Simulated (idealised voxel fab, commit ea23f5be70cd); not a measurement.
A process module follows: voxel self aligned contacts.
Section shown: cut. Width: 270 nm. Cell size: 5 nm, square.
Cross-sections here: square-cell grids, written as top-down lists of bands, a band being one or more rows of cells. Heads up on the band format: heights come first, top then bottom, in nm. After that it's the materials left to right, each with its width in nm. A single material flagged "throughout" fills the whole band edge to edge, and "empty" means there's empty space there. Height 0 is the level under which the wafer as received is all one material. The lowest band goes on downwards, as in "0..down". So if you see something like "30 to 40" for the width, read it as the top row of the band sitting at the first number and the bottom row at the second, with every row in between moving by the same amount as the last. "nothing changed", as given for a step, is the statement that not any cell of the cross-section underwent a change during that step. In "Closed internal cavities" the enclosed voids are listed, meaning empty spaces of 8 cells or larger without any opening to the top. The form is width x height at distance, distance from the left edge, units nm. On each step's line, the part that comes after the settings is the simulator's own comment on the step. overlay nm: how far to the right of its planned place the mask lay on this masked step (negative: to the left). Reading key. Pairs: pre-step and post-step cross-section, one process step apart; post-step view only to lowest changed band. Step between + settings: beneath pair. Runs: pairs may be from different runs of this module, same starting wafer. Continuation from pair above: only where "Incoming profile" entry says.

## Incoming profile
	0..down | Si throughout
	Closed internal cavities: none

## Result of Step
	0..-5 | SiO2 throughout
	Rest of section, below -5: as before.
	Closed internal cavities: none
Between before and after, shown above: OXIDIZE,depth nm 5

Incoming profile: the pre-step structure is the one depicted after the step in the pair just above.

## Result of Step
	25..0 | polySi throughout
	Rest of section, below 0: as before.
	Closed internal cavities: none
Between before and after, shown above: DIRECTIONAL_DEP,material polySi,thk nm 25

Incoming profile: the pre-step structure is the one depicted after the step in the pair just above.

## Result of Step
	50..25 | SiN throughout
	Rest of section, below 25: as before.
	Closed internal cavities: none
Between before and after, shown above: DIRECTIONAL_DEP,material SiN,thk nm 25

Incoming profile: the pre-step structure is the one depicted after the step in the pair just above.

## Result of Step
	65..50 | aC throughout
	Rest of section, below 50: as before.
	Closed internal cavities: none
Between before and after, shown above: DIRECTIONAL_DEP,material aC,thk nm 15

Incoming profile: the pre-step structure is the one depicted after the step in the pair just above.

## Result of Step
	95..65 | empty 75, resist 35, empty 45, resist 35, empty 80
	Rest of section, below 65: as before.
	Closed internal cavities: none
Between before and after, shown above: PATTERN,tone cover,mask id GATE,material resist,width nm 35,pitch nm 80,thk nm 30,overlay nm 0

Incoming profile: the pre-step structure is the one depicted after the step in the pair just above.

## Result of Step
	80..65 | empty 75, resist 35, empty 45, resist 35, empty 80
	65..50 | empty 75, aC 35, empty 45, aC 35, empty 80
	Rest of section, below 50: as before.
	Closed internal cavities: none
Between before and after, shown above: DIRECTIONAL_ETCH,etch materials aC,depth nm 15

Incoming profile: the pre-step structure is the one depicted after the step in the pair just above.

## Result of Step
	65..50 | empty 75, aC 35, empty 45, aC 35, empty 80
	Rest of section, below 50: as before.
	Closed internal cavities: none
Between before and after, shown above: STRIP,etch materials resist

Incoming profile: the pre-step structure is the one depicted after the step in the pair just above.

## Result of Step
	65..50 | empty 75, aC 35, empty 45, aC 35, empty 80
	50..25 | empty 75, SiN 35, empty 45, SiN 35, empty 80
	Rest of section, below 25: as before.
	Closed internal cavities: none
Between before and after, shown above: DIRECTIONAL_ETCH,etch materials SiN,depth nm 25

Incoming profile: the pre-step structure is the one depicted after the step in the pair just above.

## Result of Step
	65..50 | empty 75, aC 35, empty 45, aC 35, empty 80
	50..25 | empty 75, SiN 35, empty 45, SiN 35, empty 80
	25..0 | empty 75, polySi 35, empty 45, polySi 35, empty 80
	Rest of section, below 0: as before.
	Closed internal cavities: none
Between before and after, shown above: DIRECTIONAL_ETCH,etch materials polySi,depth nm 25

Incoming profile: the pre-step structure is the one depicted after the step in the pair just above.

## Result of Step
	50..25 | empty 75, SiN 35, empty 45, SiN 35, empty 80
	Rest of section, below 25: as before.
	Closed internal cavities: none
Between before and after, shown above: STRIP,etch materials aC

Incoming profile: the pre-step structure is the one depicted after the step in the pair just above.

## Result of Step
	60..25 | empty 65, SiN 55, empty 25, SiN 55, empty 70
	25..10 | empty 65, SiN 10, polySi 35, SiN 10, empty 25, SiN 10, polySi 35, SiN 10, empty 70
	10..0 | SiN 75, polySi 35, SiN 45, polySi 35, SiN 80
	Rest of section, below 0: as before.
	Closed internal cavities: none
Between before and after, shown above: CONFORMAL_DEP,material SiN,thk nm 10

Incoming profile: the pre-step structure is the one depicted after the step in the pair just above.

## Result of Step
	50..25 | empty 65, SiN 55, empty 25, SiN 55, empty 70
	25..0 | empty 65, SiN 10, polySi 35, SiN 10, empty 25, SiN 10, polySi 35, SiN 10, empty 70
	Rest of section, below 0: as before.
	Closed internal cavities: none
Between before and after, shown above: DIRECTIONAL_ETCH,etch materials SiN,depth nm 10

Incoming profile: the pre-step structure is the one depicted after the step in the pair just above.

## Result of Step
	65..50 | SiO2 throughout
	50..25 | SiO2 65, SiN 55, SiO2 25, SiN 55, SiO2 70
	25..0 | SiO2 65, SiN 10, polySi 35, SiN 10, SiO2 25, SiN 10, polySi 35, SiN 10, SiO2 70
	Rest of section, below 0: as before.
	Closed internal cavities: none
Between before and after, shown above: FILL_DEP,material SiO2,thk nm 15

Incoming profile: the pre-step structure is the one depicted after the step in the pair just above.

## Result of Step
	60..50 | SiO2 throughout
	Rest of section, below 50: as before.
	Closed internal cavities: none
Between before and after, shown above: CMP,height nm 60

Incoming profile: the pre-step structure is the one depicted after the step in the pair just above.

## Result of Step
	70..60 | aC throughout
	Rest of section, below 60: as before.
	Closed internal cavities: none
Between before and after, shown above: DIRECTIONAL_DEP,material aC,thk nm 10

Incoming profile: the pre-step structure is the one depicted after the step in the pair just above.

## Result of Step
	95..70 | resist 100, empty 65, resist 105
	Rest of section, below 70: as before.
	Closed internal cavities: none
Between before and after, shown above: PATTERN,tone open,mask id CONTACT,material resist,width nm 65,thk nm 25,overlay nm 0

Incoming profile: the pre-step structure is the one depicted after the step in the pair just above.

## Result of Step
	85..70 | resist 100, empty 65, resist 105
	70..60 | aC 100, empty 65, aC 105
	Rest of section, below 60: as before.
	Closed internal cavities: none
Between before and after, shown above: DIRECTIONAL_ETCH,etch materials aC,depth nm 10

Incoming profile: the pre-step structure is the one depicted after the step in the pair just above.

## Result of Step
	70..60 | aC 100, empty 65, aC 105
	Rest of section, below 60: as before.
	Closed internal cavities: none
Between before and after, shown above: STRIP,etch materials resist

Incoming profile: the pre-step structure is the one depicted after the step in the pair just above.

## Result of Step
	70..60 | aC 100, empty 65, aC 105
	60..50 | SiO2 100, empty 65, SiO2 105
	50..25 | SiO2 65, SiN 55, empty 25, SiN 55, SiO2 70
	25..0 | SiO2 65, SiN 10, polySi 35, SiN 10, empty 25, SiN 10, polySi 35, SiN 10, SiO2 70
	0..-5 | SiO2 120, empty 25, SiO2 125
	Rest of section, below -5: as before.
	Closed internal cavities: none
Between before and after, shown above: DIRECTIONAL_ETCH,etch materials SiO2,depth nm 65

Incoming profile: the pre-step structure is the one depicted after the step in the pair just above.

## Result of Step
	60..50 | SiO2 100, empty 65, SiO2 105
	Rest of section, below 50: as before.
	Closed internal cavities: none
Between before and after, shown above: STRIP,etch materials aC

Incoming profile: the pre-step structure is the one depicted after the step in the pair just above.

## Result of Step
	65..60 | TiN 105, empty 55, TiN 110
	60..50 | SiO2 100, TiN 5 to 25, empty 55 to 15, TiN 5 to 25, SiO2 105
	50..25 | SiO2 65, SiN 55, TiN 5, empty 15, TiN 5, SiN 55, SiO2 70
	25..0 | SiO2 65, SiN 10, polySi 35, SiN 10, TiN 5, empty 15, TiN 5, SiN 10, polySi 35, SiN 10, SiO2 70
	0..-5 | SiO2 120, TiN 25, SiO2 125
	Rest of section, below -5: as before.
	Closed internal cavities: none
Between before and after, shown above: CONFORMAL_DEP,material TiN,thk nm 5

Incoming profile: the pre-step structure is the one depicted after the step in the pair just above.

## Result of Step
	75..65 | Ru throughout
	65..60 | TiN 105, Ru 55, TiN 110
	60..50 | SiO2 100, TiN 5 to 25, Ru 55 to 15, TiN 5 to 25, SiO2 105
	50..25 | SiO2 65, SiN 55, TiN 5, Ru 15, TiN 5, SiN 55, SiO2 70
	25..0 | SiO2 65, SiN 10, polySi 35, SiN 10, TiN 5, Ru 15, TiN 5, SiN 10, polySi 35, SiN 10, SiO2 70
	Rest of section, below 0: as before.
	Closed internal cavities: none
Between before and after, shown above: FILL_DEP,material Ru,thk nm 10

Incoming profile: the pre-step structure is the one depicted after the step in the pair just above.

## Result of Step
	60..50 | SiO2 100, TiN 5 to 25, Ru 55 to 15, TiN 5 to 25, SiO2 105
	Rest of section, below 50: as before.
	Closed internal cavities: none
Between before and after, shown above: CMP,height nm 60

Incoming profile: the pre-step structure is the one depicted after the step in the pair just above.

## Result of Step
	65..60 | SiN throughout
	Rest of section, below 60: as before.
	Closed internal cavities: none
Between before and after, shown above: CONFORMAL_DEP,material SiN,thk nm 5

## Incoming profile
	75..65 | Ru throughout
	65..60 | TiN 105, Ru 55, TiN 110
	60..50 | SiO2 100, TiN 5 to 25, Ru 55 to 15, TiN 5 to 25, SiO2 105
	50..25 | SiO2 65, SiN 55, TiN 5, Ru 15, TiN 5, SiN 55, SiO2 70
	25..0 | SiO2 65, SiN 10, polySi 35, SiN 10, TiN 5, Ru 15, TiN 5, SiN 10, polySi 35, SiN 10, SiO2 70
	0..-5 | SiO2 120, TiN 25, SiO2 125
	-5..down | Si throughout
	Closed internal cavities: none

## Result of Step
	80..75 | SiN throughout
	Rest of section, below 75: as before.
	Closed internal cavities: none
Between before and after, shown above: CONFORMAL_DEP,material SiN,thk nm 5

## Incoming profile
	25..0 | polySi throughout
	0..-5 | SiO2 throughout
	-5..down | Si throughout
	Closed internal cavities: none

## Result of Step
	50..0 | polySi throughout
	Rest of section, below 0: as before.
	Closed internal cavities: none
Between before and after, shown above: DIRECTIONAL_DEP,material polySi,thk nm 25

Incoming profile: the pre-step structure is the one depicted after the step in the pair just above.

## Result of Step
	75..50 | SiN throughout
	Rest of section, below 50: as before.
	Closed internal cavities: none
Between before and after, shown above: DIRECTIONAL_DEP,material SiN,thk nm 25

Incoming profile: the pre-step structure is the one depicted after the step in the pair just above.

## Result of Step
	90..75 | aC throughout
	Rest of section, below 75: as before.
	Closed internal cavities: none
Between before and after, shown above: DIRECTIONAL_DEP,material aC,thk nm 15

Incoming profile: the pre-step structure is the one depicted after the step in the pair just above.

## Result of Step
	120..90 | empty 75, resist 35, empty 45, resist 35, empty 80
	Rest of section, below 90: as before.
	Closed internal cavities: none
Between before and after, shown above: PATTERN,tone cover,mask id GATE,material resist,width nm 35,pitch nm 80,thk nm 30,overlay nm 0

Incoming profile: the pre-step structure is the one depicted after the step in the pair just above.

## Result of Step
	105..90 | empty 75, resist 35, empty 45, resist 35, empty 80
	90..75 | empty 75, aC 35, empty 45, aC 35, empty 80
	Rest of section, below 75: as before.
	Closed internal cavities: none
Between before and after, shown above: DIRECTIONAL_ETCH,etch materials aC,depth nm 15

Incoming profile: the pre-step structure is the one depicted after the step in the pair just above.

## Result of Step
	90..75 | empty 75, aC 35, empty 45, aC 35, empty 80
	Rest of section, below 75: as before.
	Closed internal cavities: none
Between before and after, shown above: STRIP,etch materials resist

Incoming profile: the pre-step structure is the one depicted after the step in the pair just above.

## Result of Step
	90..75 | empty 75, aC 35, empty 45, aC 35, empty 80
	75..50 | empty 75, SiN 35, empty 45, SiN 35, empty 80
	Rest of section, below 50: as before.
	Closed internal cavities: none
Between before and after, shown above: DIRECTIONAL_ETCH,etch materials SiN,depth nm 25

Incoming profile: the pre-step structure is the one depicted after the step in the pair just above.

## Result of Step
	90..75 | empty 75, aC 35, empty 45, aC 35, empty 80
	75..50 | empty 75, SiN 35, empty 45, SiN 35, empty 80
	50..25 | empty 75, polySi 35, empty 45, polySi 35, empty 80
	Rest of section, below 25: as before.
	Closed internal cavities: none
Between before and after, shown above: DIRECTIONAL_ETCH,etch materials polySi,depth nm 25

Incoming profile: the pre-step structure is the one depicted after the step in the pair just above.

## Result of Step
	75..50 | empty 75, SiN 35, empty 45, SiN 35, empty 80
	Rest of section, below 50: as before.
	Closed internal cavities: none
Between before and after, shown above: STRIP,etch materials aC

Incoming profile: the pre-step structure is the one depicted after the step in the pair just above.

## Result of Step
	85..50 | empty 65, SiN 55, empty 25, SiN 55, empty 70
	50..35 | empty 65, SiN 10, polySi 35, SiN 10, empty 25, SiN 10, polySi 35, SiN 10, empty 70
	35..25 | SiN 75, polySi 35, SiN 45, polySi 35, SiN 80
	Rest of section, below 25: as before.
	Closed internal cavities: none
Between before and after, shown above: CONFORMAL_DEP,material SiN,thk nm 10

Incoming profile: the pre-step structure is the one depicted after the step in the pair just above.

## Result of Step
	75..50 | empty 65, SiN 55, empty 25, SiN 55, empty 70
	50..25 | empty 65, SiN 10, polySi 35, SiN 10, empty 25, SiN 10, polySi 35, SiN 10, empty 70
	Rest of section, below 25: as before.
	Closed internal cavities: none
Between before and after, shown above: DIRECTIONAL_ETCH,etch materials SiN,depth nm 10

Incoming profile: the pre-step structure is the one depicted after the step in the pair just above.

## Result of Step
	90..75 | SiO2 throughout
	75..50 | SiO2 65, SiN 55, SiO2 25, SiN 55, SiO2 70
	50..25 | SiO2 65, SiN 10, polySi 35, SiN 10, SiO2 25, SiN 10, polySi 35, SiN 10, SiO2 70
	Rest of section, below 25: as before.
	Closed internal cavities: none
Between before and after, shown above: FILL_DEP,material SiO2,thk nm 15

Incoming profile: the pre-step structure is the one depicted after the step in the pair just above.

## Result of Step
	60..50 | SiO2 65, SiN 55, SiO2 25, SiN 55, SiO2 70
	Rest of section, below 50: as before.
	Closed internal cavities: none
Between before and after, shown above: CMP,height nm 60

Incoming profile: the pre-step structure is the one depicted after the step in the pair just above.

## Result of Step
	70..60 | aC throughout
	Rest of section, below 60: as before.
	Closed internal cavities: none
Between before and after, shown above: DIRECTIONAL_DEP,material aC,thk nm 10

Incoming profile: the pre-step structure is the one depicted after the step in the pair just above.

## Result of Step
	95..70 | resist 100, empty 65, resist 105
	Rest of section, below 70: as before.
	Closed internal cavities: none
Between before and after, shown above: PATTERN,tone open,mask id CONTACT,material resist,width nm 65,thk nm 25,overlay nm 0

Incoming profile: the pre-step structure is the one depicted after the step in the pair just above.

## Result of Step
	85..70 | resist 100, empty 65, resist 105
	70..60 | aC 100, empty 65, aC 105
	Rest of section, below 60: as before.
	Closed internal cavities: none
Between before and after, shown above: DIRECTIONAL_ETCH,etch materials aC,depth nm 10

Incoming profile: the pre-step structure is the one depicted after the step in the pair just above.

## Result of Step
	70..60 | aC 100, empty 65, aC 105
	Rest of section, below 60: as before.
	Closed internal cavities: none
Between before and after, shown above: STRIP,etch materials resist

Incoming profile: the pre-step structure is the one depicted after the step in the pair just above.

## Result of Step
	70..60 | aC 100, empty 65, aC 105
	60..50 | SiO2 65, SiN 55, empty 25, SiN 55, SiO2 70
	50..25 | SiO2 65, SiN 10, polySi 35, SiN 10, empty 25, SiN 10, polySi 35, SiN 10, SiO2 70
	Rest of section, below 25: as before.
	Closed internal cavities: none
Between before and after, shown above: DIRECTIONAL_ETCH,etch materials SiO2,depth nm 65

Incoming profile: the pre-step structure is the one depicted after the step in the pair just above.

## Result of Step
	60..50 | SiO2 65, SiN 55, empty 25, SiN 55, SiO2 70
	Rest of section, below 50: as before.
	Closed internal cavities: none
Between before and after, shown above: STRIP,etch materials aC

Incoming profile: the pre-step structure is the one depicted after the step in the pair just above.

## Result of Step
	65..60 | TiN 125, empty 15, TiN 130
	60..50 | SiO2 65, SiN 55, TiN 5, empty 15, TiN 5, SiN 55, SiO2 70
	50..30 | SiO2 65, SiN 10, polySi 35, SiN 10, TiN 5, empty 15, TiN 5, SiN 10, polySi 35, SiN 10, SiO2 70
	30..25 | SiO2 65, SiN 10, polySi 35, SiN 10, TiN 25, SiN 10, polySi 35, SiN 10, SiO2 70
	Rest of section, below 25: as before.
	Closed internal cavities: none
Between before and after, shown above: CONFORMAL_DEP,material TiN,thk nm 5

Incoming profile: the pre-step structure is the one depicted after the step in the pair just above.

## Result of Step
	75..65 | Ru throughout
	65..60 | TiN 125, Ru 15, TiN 130
	60..50 | SiO2 65, SiN 55, TiN 5, Ru 15, TiN 5, SiN 55, SiO2 70
	50..30 | SiO2 65, SiN 10, polySi 35, SiN 10, TiN 5, Ru 15, TiN 5, SiN 10, polySi 35, SiN 10, SiO2 70
	Rest of section, below 30: as before.
	Closed internal cavities: none
Between before and after, shown above: FILL_DEP,material Ru,thk nm 10

Incoming profile: the pre-step structure is the one depicted after the step in the pair just above.

## Result of Step
	60..50 | SiO2 65, SiN 55, TiN 5, Ru 15, TiN 5, SiN 55, SiO2 70
	Rest of section, below 50: as before.
	Closed internal cavities: none
Between before and after, shown above: CMP,height nm 60

Incoming profile: the pre-step structure is the one depicted after the step in the pair just above.

## Result of Step
	65..60 | SiN throughout
	Rest of section, below 60: as before.
	Closed internal cavities: none
Between before and after, shown above: CONFORMAL_DEP,material SiN,thk nm 5

## Incoming profile
	50..25 | empty 75, SiN 35, empty 45, SiN 35, empty 80
	25..0 | empty 75, polySi 35, empty 45, polySi 35, empty 80
	0..-5 | SiO2 throughout
	-5..down | Si throughout
	Closed internal cavities: none

## Result of Step
	40..25 | empty 75, SiN 35, empty 45, SiN 35, empty 80
	Rest of section, below 25: as before.
	Closed internal cavities: none
Between before and after, shown above: DIRECTIONAL_ETCH,etch materials SiN,depth nm 10

Incoming profile: the pre-step structure is the one depicted after the step in the pair just above.

## Result of Step
	50..25 | empty 65, SiN 55, empty 25, SiN 55, empty 70
	25..10 | empty 65, SiN 10, polySi 35, SiN 10, empty 25, SiN 10, polySi 35, SiN 10, empty 70
	10..0 | SiN 75, polySi 35, SiN 45, polySi 35, SiN 80
	Rest of section, below 0: as before.
	Closed internal cavities: none
Between before and after, shown above: CONFORMAL_DEP,material SiN,thk nm 10

Incoming profile: the pre-step structure is the one depicted after the step in the pair just above.

## Result of Step
	65..50 | SiO2 throughout
	50..25 | SiO2 65, SiN 55, SiO2 25, SiN 55, SiO2 70
	25..10 | SiO2 65, SiN 10, polySi 35, SiN 10, SiO2 25, SiN 10, polySi 35, SiN 10, SiO2 70
	Rest of section, below 10: as before.
	Closed internal cavities: none
Between before and after, shown above: FILL_DEP,material SiO2,thk nm 15

Incoming profile: the pre-step structure is the one depicted after the step in the pair just above.

## Result of Step
	60..50 | SiO2 throughout
	Rest of section, below 50: as before.
	Closed internal cavities: none
Between before and after, shown above: CMP,height nm 60

Incoming profile: the pre-step structure is the one depicted after the step in the pair just above.

## Result of Step
	70..60 | aC throughout
	Rest of section, below 60: as before.
	Closed internal cavities: none
Between before and after, shown above: DIRECTIONAL_DEP,material aC,thk nm 10

Incoming profile: the pre-step structure is the one depicted after the step in the pair just above.

## Result of Step
	95..70 | resist 100, empty 65, resist 105
	Rest of section, below 70: as before.
	Closed internal cavities: none
Between before and after, shown above: PATTERN,tone open,mask id CONTACT,material resist,width nm 65,thk nm 25,overlay nm 0

Incoming profile: the pre-step structure is the one depicted after the step in the pair just above.

## Result of Step
	85..70 | resist 100, empty 65, resist 105
	70..60 | aC 100, empty 65, aC 105
	Rest of section, below 60: as before.
	Closed internal cavities: none
Between before and after, shown above: DIRECTIONAL_ETCH,etch materials aC,depth nm 10

Incoming profile: the pre-step structure is the one depicted after the step in the pair just above.

## Result of Step
	70..60 | aC 100, empty 65, aC 105
	Rest of section, below 60: as before.
	Closed internal cavities: none
Between before and after, shown above: STRIP,etch materials resist

Incoming profile: the pre-step structure is the one depicted after the step in the pair just above.

## Result of Step
	70..60 | aC 100, empty 65, aC 105
	60..50 | SiO2 100, empty 65, SiO2 105
	50..25 | SiO2 65, SiN 55, empty 25, SiN 55, SiO2 70
	25..10 | SiO2 65, SiN 10, polySi 35, SiN 10, empty 25, SiN 10, polySi 35, SiN 10, SiO2 70
	Rest of section, below 10: as before.
	Closed internal cavities: none
Between before and after, shown above: DIRECTIONAL_ETCH,etch materials SiO2,depth nm 65

Incoming profile: the pre-step structure is the one depicted after the step in the pair just above.

## Result of Step
	60..50 | SiO2 100, empty 65, SiO2 105
	Rest of section, below 50: as before.
	Closed internal cavities: none
Between before and after, shown above: STRIP,etch materials aC

Incoming profile: the pre-step structure is the one depicted after the step in the pair just above.

## Result of Step
	65..60 | TiN 105, empty 55, TiN 110
	60..50 | SiO2 100, TiN 5 to 25, empty 55 to 15, TiN 5 to 25, SiO2 105
	50..25 | SiO2 65, SiN 55, TiN 5, empty 15, TiN 5, SiN 55, SiO2 70
	25..15 | SiO2 65, SiN 10, polySi 35, SiN 10, TiN 5, empty 15, TiN 5, SiN 10, polySi 35, SiN 10, SiO2 70
	15..10 | SiO2 65, SiN 10, polySi 35, SiN 10, TiN 25, SiN 10, polySi 35, SiN 10, SiO2 70
	Rest of section, below 10: as before.
	Closed internal cavities: none
Between before and after, shown above: CONFORMAL_DEP,material TiN,thk nm 5

Incoming profile: the pre-step structure is the one depicted after the step in the pair just above.

## Result of Step
	75..65 | Ru throughout
	65..60 | TiN 105, Ru 55, TiN 110
	60..50 | SiO2 100, TiN 5 to 25, Ru 55 to 15, TiN 5 to 25, SiO2 105
	50..25 | SiO2 65, SiN 55, TiN 5, Ru 15, TiN 5, SiN 55, SiO2 70
	25..15 | SiO2 65, SiN 10, polySi 35, SiN 10, TiN 5, Ru 15, TiN 5, SiN 10, polySi 35, SiN 10, SiO2 70
	Rest of section, below 15: as before.
	Closed internal cavities: none
Between before and after, shown above: FILL_DEP,material Ru,thk nm 10

Incoming profile: the pre-step structure is the one depicted after the step in the pair just above.

## Result of Step
	60..50 | SiO2 100, TiN 5 to 25, Ru 55 to 15, TiN 5 to 25, SiO2 105
	Rest of section, below 50: as before.
	Closed internal cavities: none
Between before and after, shown above: CMP,height nm 60

Incoming profile: the pre-step structure is the one depicted after the step in the pair just above.

## Result of Step
	65..60 | SiN throughout
	Rest of section, below 60: as before.
	Closed internal cavities: none
Between before and after, shown above: CONFORMAL_DEP,material SiN,thk nm 5

## Incoming profile
	70..60 | aC 100, empty 65, aC 105
	60..50 | SiO2 throughout
	50..25 | SiO2 65, SiN 55, SiO2 25, SiN 55, SiO2 70
	25..0 | SiO2 65, SiN 10, polySi 35, SiN 10, SiO2 25, SiN 10, polySi 35, SiN 10, SiO2 70
	0..-5 | SiO2 throughout
	-5..down | Si throughout
	Closed internal cavities: none

## Result of Step
	70..60 | aC 100, empty 65, aC 105
	60..50 | SiO2 100, empty 65, SiO2 105
	50..25 | SiO2 65, SiN 55, empty 25, SiN 55, SiO2 70
	25..5 | SiO2 65, SiN 10, polySi 35, SiN 10, empty 25, SiN 10, polySi 35, SiN 10, SiO2 70
	Rest of section, below 5: as before.
	Closed internal cavities: none
Between before and after, shown above: DIRECTIONAL_ETCH,etch materials SiO2,depth nm 55

Incoming profile: the pre-step structure is the one depicted after the step in the pair just above.

## Result of Step
	60..50 | SiO2 100, empty 65, SiO2 105
	Rest of section, below 50: as before.
	Closed internal cavities: none
Between before and after, shown above: STRIP,etch materials aC

Incoming profile: the pre-step structure is the one depicted after the step in the pair just above.

## Result of Step
	65..60 | TiN 105, empty 55, TiN 110
	60..50 | SiO2 100, TiN 5 to 25, empty 55 to 15, TiN 5 to 25, SiO2 105
	50..25 | SiO2 65, SiN 55, TiN 5, empty 15, TiN 5, SiN 55, SiO2 70
	25..10 | SiO2 65, SiN 10, polySi 35, SiN 10, TiN 5, empty 15, TiN 5, SiN 10, polySi 35, SiN 10, SiO2 70
	10..5 | SiO2 65, SiN 10, polySi 35, SiN 10, TiN 25, SiN 10, polySi 35, SiN 10, SiO2 70
	Rest of section, below 5: as before.
	Closed internal cavities: none
Between before and after, shown above: CONFORMAL_DEP,material TiN,thk nm 5

Incoming profile: the pre-step structure is the one depicted after the step in the pair just above.

## Result of Step
	75..65 | Ru throughout
	65..60 | TiN 105, Ru 55, TiN 110
	60..50 | SiO2 100, TiN 5 to 25, Ru 55 to 15, TiN 5 to 25, SiO2 105
	50..25 | SiO2 65, SiN 55, TiN 5, Ru 15, TiN 5, SiN 55, SiO2 70
	25..10 | SiO2 65, SiN 10, polySi 35, SiN 10, TiN 5, Ru 15, TiN 5, SiN 10, polySi 35, SiN 10, SiO2 70
	Rest of section, below 10: as before.
	Closed internal cavities: none
Between before and after, shown above: FILL_DEP,material Ru,thk nm 10

Incoming profile: the pre-step structure is the one depicted after the step in the pair just above.

## Result of Step
	60..50 | SiO2 100, TiN 5 to 25, Ru 55 to 15, TiN 5 to 25, SiO2 105
	Rest of section, below 50: as before.
	Closed internal cavities: none
Between before and after, shown above: CMP,height nm 60

Incoming profile: the pre-step structure is the one depicted after the step in the pair just above.

## Result of Step
	65..60 | SiN throughout
	Rest of section, below 60: as before.
	Closed internal cavities: none
Between before and after, shown above: CONFORMAL_DEP,material SiN,thk nm 5

## Incoming profile
	65..50 | aC throughout
	50..25 | SiN throughout
	25..0 | polySi throughout
	0..-5 | SiO2 throughout
	-5..down | Si throughout
	Closed internal cavities: none

## Result of Step
	95..65 | empty 75, resist 40, empty 40, resist 40, empty 75
	Rest of section, below 65: as before.
	Closed internal cavities: none
Between before and after, shown above: PATTERN,tone cover,mask id GATE,material resist,width nm 40,pitch nm 80,thk nm 30,overlay nm 0

Incoming profile: the pre-step structure is the one depicted after the step in the pair just above.

## Result of Step
	80..65 | empty 75, resist 40, empty 40, resist 40, empty 75
	65..50 | empty 75, aC 40, empty 40, aC 40, empty 75
	Rest of section, below 50: as before.
	Closed internal cavities: none
Between before and after, shown above: DIRECTIONAL_ETCH,etch materials aC,depth nm 15

Incoming profile: the pre-step structure is the one depicted after the step in the pair just above.

## Result of Step
	65..50 | empty 75, aC 40, empty 40, aC 40, empty 75
	Rest of section, below 50: as before.
	Closed internal cavities: none
Between before and after, shown above: STRIP,etch materials resist

Incoming profile: the pre-step structure is the one depicted after the step in the pair just above.

## Result of Step
	65..50 | empty 75, aC 40, empty 40, aC 40, empty 75
	50..25 | empty 75, SiN 40, empty 40, SiN 40, empty 75
	Rest of section, below 25: as before.
	Closed internal cavities: none
Between before and after, shown above: DIRECTIONAL_ETCH,etch materials SiN,depth nm 25

Incoming profile: the pre-step structure is the one depicted after the step in the pair just above.

## Result of Step
	65..50 | empty 75, aC 40, empty 40, aC 40, empty 75
	50..25 | empty 75, SiN 40, empty 40, SiN 40, empty 75
	25..0 | empty 75, polySi 40, empty 40, polySi 40, empty 75
	Rest of section, below 0: as before.
	Closed internal cavities: none
Between before and after, shown above: DIRECTIONAL_ETCH,etch materials polySi,depth nm 25

Incoming profile: the pre-step structure is the one depicted after the step in the pair just above.

## Result of Step
	50..25 | empty 75, SiN 40, empty 40, SiN 40, empty 75
	Rest of section, below 25: as before.
	Closed internal cavities: none
Between before and after, shown above: STRIP,etch materials aC

Incoming profile: the pre-step structure is the one depicted after the step in the pair just above.

## Result of Step
	60..25 | empty 65, SiN 60, empty 20, SiN 60, empty 65
	25..10 | empty 65, SiN 10, polySi 40, SiN 10, empty 20, SiN 10, polySi 40, SiN 10, empty 65
	10..0 | SiN 75, polySi 40, SiN 40, polySi 40, SiN 75
	Rest of section, below 0: as before.
	Closed internal cavities: none
Between before and after, shown above: CONFORMAL_DEP,material SiN,thk nm 10

Incoming profile: the pre-step structure is the one depicted after the step in the pair just above.

## Result of Step
	50..25 | empty 65, SiN 60, empty 20, SiN 60, empty 65
	25..0 | empty 65, SiN 10, polySi 40, SiN 10, empty 20, SiN 10, polySi 40, SiN 10, empty 65
	Rest of section, below 0: as before.
	Closed internal cavities: none
Between before and after, shown above: DIRECTIONAL_ETCH,etch materials SiN,depth nm 10

Incoming profile: the pre-step structure is the one depicted after the step in the pair just above.

## Result of Step
	65..50 | SiO2 throughout
	50..25 | SiO2 65, SiN 60, SiO2 20, SiN 60, SiO2 65
	25..0 | SiO2 65, SiN 10, polySi 40, SiN 10, SiO2 20, SiN 10, polySi 40, SiN 10, SiO2 65
	Rest of section, below 0: as before.
	Closed internal cavities: none
Between before and after, shown above: FILL_DEP,material SiO2,thk nm 15

Incoming profile: the pre-step structure is the one depicted after the step in the pair just above.

## Result of Step
	60..50 | SiO2 throughout
	Rest of section, below 50: as before.
	Closed internal cavities: none
Between before and after, shown above: CMP,height nm 60

Incoming profile: the pre-step structure is the one depicted after the step in the pair just above.

## Result of Step
	70..60 | aC throughout
	Rest of section, below 60: as before.
	Closed internal cavities: none
Between before and after, shown above: DIRECTIONAL_DEP,material aC,thk nm 10

Incoming profile: the pre-step structure is the one depicted after the step in the pair just above.

## Result of Step
	95..70 | resist 100, empty 65, resist 105
	Rest of section, below 70: as before.
	Closed internal cavities: none
Between before and after, shown above: PATTERN,tone open,mask id CONTACT,material resist,width nm 65,thk nm 25,overlay nm 0

Incoming profile: the pre-step structure is the one depicted after the step in the pair just above.

## Result of Step
	85..70 | resist 100, empty 65, resist 105
	70..60 | aC 100, empty 65, aC 105
	Rest of section, below 60: as before.
	Closed internal cavities: none
Between before and after, shown above: DIRECTIONAL_ETCH,etch materials aC,depth nm 10

Incoming profile: the pre-step structure is the one depicted after the step in the pair just above.

## Result of Step
	70..60 | aC 100, empty 65, aC 105
	Rest of section, below 60: as before.
	Closed internal cavities: none
Between before and after, shown above: STRIP,etch materials resist

Incoming profile: the pre-step structure is the one depicted after the step in the pair just above.

## Result of Step
	70..60 | aC 100, empty 65, aC 105
	60..50 | SiO2 100, empty 65, SiO2 105
	50..25 | SiO2 65, SiN 60, empty 20, SiN 60, SiO2 65
	25..0 | SiO2 65, SiN 10, polySi 40, SiN 10, empty 20, SiN 10, polySi 40, SiN 10, SiO2 65
	0..-5 | SiO2 125, empty 20, SiO2 125
	Rest of section, below -5: as before.
	Closed internal cavities: none
Between before and after, shown above: DIRECTIONAL_ETCH,etch materials SiO2,depth nm 65

Incoming profile: the pre-step structure is the one depicted after the step in the pair just above.

## Result of Step
	60..50 | SiO2 100, empty 65, SiO2 105
	Rest of section, below 50: as before.
	Closed internal cavities: none
Between before and after, shown above: STRIP,etch materials aC
